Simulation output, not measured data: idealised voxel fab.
process module | voxel self aligned contacts
cross-section cut | 225 nm wide | cells 5 nm
A cross-section is a grid of square cells, given in bands from the top down. A band is one or more rows of cells.
Each band's line starts with the height of the band's top and of its bottom, in nm. Then come its materials from left to right, each with its width in nm. One material with "throughout" fills the band from edge to edge. "air" is empty space.
Height 0 is the level under which the wafer as received is all one material. The lowest band goes on downwards, as in "0 down".
A width such as "30 to 40" changes by the same amount from each row of cells to the next, from the band's top row to its bottom row.
"no change" after a step means that no cell of the cross-section changed.
closed voids: empty space of 8 cells or more with no open way to the top, each as width x height at its distance from the left edge, in nm
after a step's settings: what the simulator itself notes on the step
overlay nm, on a step with a mask: how far to the right of its planned place the mask lay; to the left if negative
plan
1 op RECEIVE | material Si
2 op CONFORMAL_DEP | material SiO2 | thk nm 5
3 op DIRECTIONAL_DEP | material polySi | thk nm 25
4 op DIRECTIONAL_DEP | material SiN | thk nm 15
5 op PATTERN | tone cover | mask id GATE | material resist | width nm 35 | pitch nm 60 | thk nm 15 | overlay nm 0
6 op DIRECTIONAL_ETCH | etch materials SiN | depth nm 15
7 op DIRECTIONAL_ETCH | etch materials polySi | depth nm 25
8 op STRIP | etch materials resist
9 op CONFORMAL_DEP | material SiN | thk nm 5
10 op DIRECTIONAL_ETCH | etch materials SiN | depth nm 5
11 op FILL_DEP | material SiO2 | thk nm 20
12 op CMP | height nm 55
13 op MASKED_ETCH | tone open | mask id CONTACT | width nm 35 | etch materials SiO2 | depth nm 55 | overlay nm 0
14 op CONFORMAL_DEP | material TiN | thk nm 5
15 op FILL_DEP | material Ru | thk nm 5
16 op CMP | height nm 55
17 op CONFORMAL_DEP | material SiN | thk nm 5
first wafer, as planned
as received, after step 1
  0 down: Si throughout
  closed voids: none
after step 2
  5 to 0: SiO2 throughout
  below 0: unchanged
after step 3
  30 to 5: polySi throughout
  below 5: unchanged
after step 4
  45 to 30: SiN throughout
  below 30: unchanged
after step 5
  60 to 45: air 65 | resist 35 | air 25 | resist 35 | air 65
  below 45: unchanged
after step 6
  60 to 45: air 65 | resist 35 | air 25 | resist 35 | air 65
  45 to 30: air 65 | SiN 35 | air 25 | SiN 35 | air 65
  below 30: unchanged
after step 7
  60 to 45: air 65 | resist 35 | air 25 | resist 35 | air 65
  45 to 30: air 65 | SiN 35 | air 25 | SiN 35 | air 65
  30 to 5: air 65 | polySi 35 | air 25 | polySi 35 | air 65
  below 5: unchanged
after step 8
  45 to 30: air 65 | SiN 35 | air 25 | SiN 35 | air 65
  below 30: unchanged
after step 9
  50 to 30: air 60 | SiN 45 | air 15 | SiN 45 | air 60
  30 to 10: air 60 | SiN 5 | polySi 35 | SiN 5 | air 15 | SiN 5 | polySi 35 | SiN 5 | air 60
  10 to 5: SiN 65 | polySi 35 | SiN 25 | polySi 35 | SiN 65
  below 5: unchanged
after step 10
  45 to 30: air 60 | SiN 45 | air 15 | SiN 45 | air 60
  30 to 5: air 60 | SiN 5 | polySi 35 | SiN 5 | air 15 | SiN 5 | polySi 35 | SiN 5 | air 60
  below 5: unchanged
after step 11
  65 to 45: SiO2 throughout
  45 to 30: SiO2 60 | SiN 45 | SiO2 15 | SiN 45 | SiO2 60
  30 to 5: SiO2 60 | SiN 5 | polySi 35 | SiN 5 | SiO2 15 | SiN 5 | polySi 35 | SiN 5 | SiO2 60
  below 5: unchanged
after step 12
  55 to 45: SiO2 throughout
  below 45: unchanged
after step 13
  55 to 45: SiO2 95 | air 35 | SiO2 95
  45 to 30: SiO2 60 | SiN 45 | air 15 | SiN 45 | SiO2 60
  30 to 5: SiO2 60 | SiN 5 | polySi 35 | SiN 5 | air 15 | SiN 5 | polySi 35 | SiN 5 | SiO2 60
  5 to 0: SiO2 105 | air 15 | SiO2 105
  below 0: unchanged
after step 14
  60 to 55: TiN 100 | air 25 | TiN 100
  55 to 45: SiO2 95 | TiN 5 to 15 | air 25 to 5 | TiN 5 to 15 | SiO2 95
  45 to 30: SiO2 60 | SiN 45 | TiN 5 | air 5 | TiN 5 | SiN 45 | SiO2 60
  30 to 5: SiO2 60 | SiN 5 | polySi 35 | SiN 5 | TiN 5 | air 5 | TiN 5 | SiN 5 | polySi 35 | SiN 5 | SiO2 60
  5 to 0: SiO2 105 | TiN 15 | SiO2 105
  below 0: unchanged
after step 15
  65 to 60: Ru throughout
  60 to 55: TiN 100 | Ru 25 | TiN 100
  55 to 45: SiO2 95 | TiN 5 to 15 | Ru 25 to 5 | TiN 5 to 15 | SiO2 95
  45 to 30: SiO2 60 | SiN 45 | TiN 5 | Ru 5 | TiN 5 | SiN 45 | SiO2 60
  30 to 5: SiO2 60 | SiN 5 | polySi 35 | SiN 5 | TiN 5 | Ru 5 | TiN 5 | SiN 5 | polySi 35 | SiN 5 | SiO2 60
  below 5: unchanged
after step 16
  55 to 45: SiO2 95 | TiN 5 to 15 | Ru 25 to 5 | TiN 5 to 15 | SiO2 95
  below 45: unchanged
after step 17
  60 to 55: SiN throughout
  below 55: unchanged
second wafer: like start, like plan, one mistake. Through step 12 it matches the first wafer
when step 13 should have ended
  55 to 45: air 95 | SiO2 35 | air 95
  45 to 30: air 60 | SiN 45 | SiO2 15 | SiN 45 | air 60
  30 to 5: air 60 | SiN 5 | polySi 35 | SiN 5 | SiO2 15 | SiN 5 | polySi 35 | SiN 5 | air 60
  5 to 0: air 60 | SiO2 105 | air 60
  below 0: unchanged
when step 14 should have ended
  60 to 55: air 90 | TiN 45 | air 90
  55 to 45: air 90 to 55 | TiN 5 to 40 | SiO2 35 | TiN 5 to 40 | air 90 to 55
  45 to 30: air 55 | TiN 5 | SiN 45 | SiO2 15 | SiN 45 | TiN 5 | air 55
  30 to 5: air 55 | TiN 5 | SiN 5 | polySi 35 | SiN 5 | SiO2 15 | SiN 5 | polySi 35 | SiN 5 | TiN 5 | air 55
  5 to 0: TiN 60 | SiO2 105 | TiN 60
  below 0: unchanged
when step 15 should have ended
  65 to 60: Ru throughout
  60 to 55: Ru 90 | TiN 45 | Ru 90
  55 to 45: Ru 90 to 55 | TiN 5 to 40 | SiO2 35 | TiN 5 to 40 | Ru 90 to 55
  45 to 30: Ru 55 | TiN 5 | SiN 45 | SiO2 15 | SiN 45 | TiN 5 | Ru 55
  30 to 5: Ru 55 | TiN 5 | SiN 5 | polySi 35 | SiN 5 | SiO2 15 | SiN 5 | polySi 35 | SiN 5 | TiN 5 | Ru 55
  below 5: unchanged
when step 16 should have ended
  55 to 45: Ru 90 to 55 | TiN 5 to 40 | SiO2 35 | TiN 5 to 40 | Ru 90 to 55
  below 45: unchanged
when step 17 should have ended
  60 to 55: SiN throughout
  below 55: unchanged
what went wrong: step 13 ran as: op MASKED_ETCH | tone cover | mask id CONTACT | width nm 35 | etch materials SiO2 | depth nm 55 | overlay nm 0
at the end the second wafer has, in cells: 220 more of Ru | 251 fewer of SiO2 | 31 more of TiN
